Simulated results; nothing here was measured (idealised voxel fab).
process module | voxel tone inversion
The cross-section shown here is cut; it is 265 nm wide and divided into square cells measuring 5 nm on a side.
Just so we're on the same page, the cross-sections are grids of square cells, and they're listed out in bands top to bottom, each band one or more rows deep.
Band: top and bottom heights (nm) first, top before bottom; then materials from left to right, widths in nm. "throughout" marks a sole material filling the band edge to edge. "air" denotes empty space.
Convention: height 0 is the level below which the wafer, as received, is all one material. The lowest band does not terminate at the bottom but continues downward, represented as "z 0 and below".
Read "30..40" as a graded width: first number on top, second number at the bottom, same change between each pair of neighbouring rows.
"no modification", as given for a step, is the statement that not any cell of the cross-section underwent a change during that step.
"Closed void table" means: voids of 8 cells or more that are shut off from the top with no open way through. Written width x height at distance, distance from the left edge, in nm.
Post-settings text on a step line: simulator's own remark regarding the step.
When a step includes a mask, the "overlay nm" setting on its line states how far to the right of its planned place that mask lay, and negative values state how far to the left.

This section lists the process steps that were planned
1. RECEIVE [material Si]
2. CONFORMAL_DEP [material SiCN] [thk nm 5]
3. DIRECTIONAL_DEP [material aC] [thk nm 20]
4. PATTERN [tone cover] [mask id POSTS] [material resist] [width nm 15] [pitch nm 35] [thk nm 25] [overlay nm 0]
5. DIRECTIONAL_ETCH [etch materials aC] [depth nm 20]
6. STRIP [etch materials resist]
7. FILL_DEP [material SiO2] [thk nm 5]
8. CMP [height nm 25]
9. STRIP [etch materials aC]

Wafer, first of two, run as planned

Received-state cross-section, reflecting completion of step 1
> z 0 and below = Si throughout
> Closed void table: none

Wafer section view after processing step 2
> z 5 to 0 = SiCN throughout
> Under 0: no change, same as before.

Wafer section view after processing step 3
> z 25 to 5 = aC throughout
> Under 5: no change, same as before.

Wafer section view after processing step 4
> z 50 to 25 = air=105, resist=15, air=20, resist=15, air=110
> Under 25: no change, same as before.

Wafer section view after processing step 5
> z 30 to 25 = air=105, resist=15, air=20, resist=15, air=110
> z 25 to 5 = air=105, aC=15, air=20, aC=15, air=110
> Under 5: no change, same as before.

Wafer section view after processing step 6
> z 25 to 5 = air=105, aC=15, air=20, aC=15, air=110
> Under 5: no change, same as before.

Wafer section view after processing step 7
> z 30 to 25 = SiO2 throughout
> z 25 to 5 = SiO2=105, aC=15, SiO2=20, aC=15, SiO2=110
> Under 5: no change, same as before.

Wafer section view after processing step 8
> z 25 to 5 = SiO2=105, aC=15, SiO2=20, aC=15, SiO2=110
> Under 5: no change, same as before.

Wafer section view after processing step 9
> z 25 to 5 = SiO2=105, air=15, SiO2=20, air=15, SiO2=110
> Under 5: no change, same as before.

Okay, second wafer. Nothing different at the start, nothing different in the plan, just one mistake somewhere in the running. As far as step 1, counting that step, it's the first wafer all over again

Cross-section, second wafer, at the end time the plan gives for step 2
> z 15 to 0 = SiCN throughout
> Under 0: no change, same as before.

Cross-section, second wafer, at the end time the plan gives for step 3
> z 35 to 15 = aC throughout
> Under 15: no change, same as before.

Cross-section, second wafer, at the end time the plan gives for step 4
> z 60 to 35 = air=105, resist=15, air=20, resist=15, air=110
> Under 35: no change, same as before.

Cross-section, second wafer, at the end time the plan gives for step 5
> z 40 to 35 = air=105, resist=15, air=20, resist=15, air=110
> z 35 to 15 = air=105, aC=15, air=20, aC=15, air=110
> Under 15: no change, same as before.

Cross-section, second wafer, at the end time the plan gives for step 6
> z 35 to 15 = air=105, aC=15, air=20, aC=15, air=110
> Under 15: no change, same as before.

Cross-section, second wafer, at the end time the plan gives for step 7
> z 40 to 35 = SiO2 throughout
> z 35 to 15 = SiO2=105, aC=15, SiO2=20, aC=15, SiO2=110
> Under 15: no change, same as before.

Cross-section, second wafer, at the end time the plan gives for step 8
> z 25 to 15 = SiO2=105, aC=15, SiO2=20, aC=15, SiO2=110
> Under 15: no change, same as before.

Cross-section, second wafer, at the end time the plan gives for step 9
> z 25 to 15 = SiO2=105, air=15, SiO2=20, air=15, SiO2=110
> Under 15: no change, same as before.
Deviation from plan: step 2 was run on a setting that differed from the plan, and what really ran there is CONFORMAL_DEP [material SiCN] [thk nm 15]
Looking at both finished wafers in cells, the second ends up ahead of or behind the first on some materials: SiCN: 106 more, SiO2: 94 fewer
